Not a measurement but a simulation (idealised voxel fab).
The following process module bears the name voxel ribs on slabs.
Section shown: cut. Width: 235 nm. Cell size: 5 nm, square.
Reading order for cross-sections: top band down to bottom band. Underlying form: a grid of square cells. Band size: one or more rows of cells.
Top height, bottom height, nm. Materials left to right, width each, nm. Single material + "all across" = fills band edge to edge. "blank" = empty.
Note: height 0 marks the level under which the wafer is uniformly one material as received. Lowest band unbounded below, written "top 0, no bottom".
A width such as "30 to 40" changes by the same amount from each row of cells to the next, from the band's top row to its bottom row.
It should be understood that the words "everything unchanged", when stated for a given step, signify that the cross-section underwent no change in any of its cells during that step.
Empty spaces without an open route to the top, at least 8 cells in extent, make up the entry "Closed-off voids"; each is given as width x height at distance, where the distance is measured from the left edge, and all are in nm.
Step line, after settings: the simulator's comment on this step.
The "overlay nm" setting may appear on a step's line; for a step that uses a mask, it gives how far to the right of its planned position the mask lay, and a negative value indicates the left.

# This section lists the process steps that were planned
1) RECEIVE | material Si
2) DIRECTIONAL_DEP | material SiO2 | thk nm 30
3) DIRECTIONAL_DEP | material polySi | thk nm 15
4) MASKED_ETCH | tone cover | mask id RIB | width nm 30 | etch materials polySi | depth nm 10 | overlay nm 0
5) PATTERN | tone cover | mask id SLAB | material resist | width nm 90 | thk nm 15 | overlay nm 0
6) DIRECTIONAL_ETCH | etch materials polySi | depth nm 5
7) STRIP | etch materials resist
8) FILL_DEP | material SiO2 | thk nm 15
9) CMP | height nm 55
10) DIRECTIONAL_DEP | material TiN | thk nm 5
11) DIRECTIONAL_DEP | material aC | thk nm 10
12) PATTERN | tone cover | mask id HEATER | material resist | width nm 40 | thk nm 25 | overlay nm 0
13) DIRECTIONAL_ETCH | etch materials aC | depth nm 10
14) STRIP | etch materials resist
15) DIRECTIONAL_ETCH | etch materials TiN | depth nm 5
16) STRIP | etch materials aC
17) CONFORMAL_DEP | material SiN | thk nm 10

# Shown in cross-section is the wafer as received, that is, as it stands after step 1
* top 0, no bottom: Si all across
* Closed-off voids: none

# First of two wafers at the end of the module, shown in cross-section; run carried out as planned
* top 70, bottom 65: blank 85 nm, then SiN 60 nm, then blank 90 nm
* top 65, bottom 60: SiN all across
* top 60, bottom 55: SiN 95 nm, then TiN 40 nm, then SiN 100 nm
* top 55, bottom 45: SiO2 all across
* top 45, bottom 35: SiO2 100 nm, then polySi 30 nm, then SiO2 105 nm
* top 35, bottom 30: SiO2 70 nm, then polySi 90 nm, then SiO2 75 nm
* top 30, bottom 0: SiO2 all across
* top 0, no bottom: Si all across
* Closed-off voids: none

# Second of two wafers, module complete, sectioned: it shares the first wafer's start and plan but was run with one mistake
* top 75, bottom 65: SiN all across
* top 65, bottom 55: TiN all across
* top 55, bottom 45: SiO2 all across
* top 45, bottom 35: SiO2 100 nm, then polySi 30 nm, then SiO2 105 nm
* top 35, bottom 30: SiO2 70 nm, then polySi 90 nm, then SiO2 75 nm
* top 30, bottom 0: SiO2 all across
* top 0, no bottom: Si all across
* Closed-off voids: none
Heads up, the wafer didn't run the way we planned it: so step 11 ended up running with a different setting than we planned, it ran as DIRECTIONAL_DEP | material TiN | thk nm 10
Count the cells at the end and the second wafer has more or fewer of some materials than the first: -4 SiN, +86 TiN
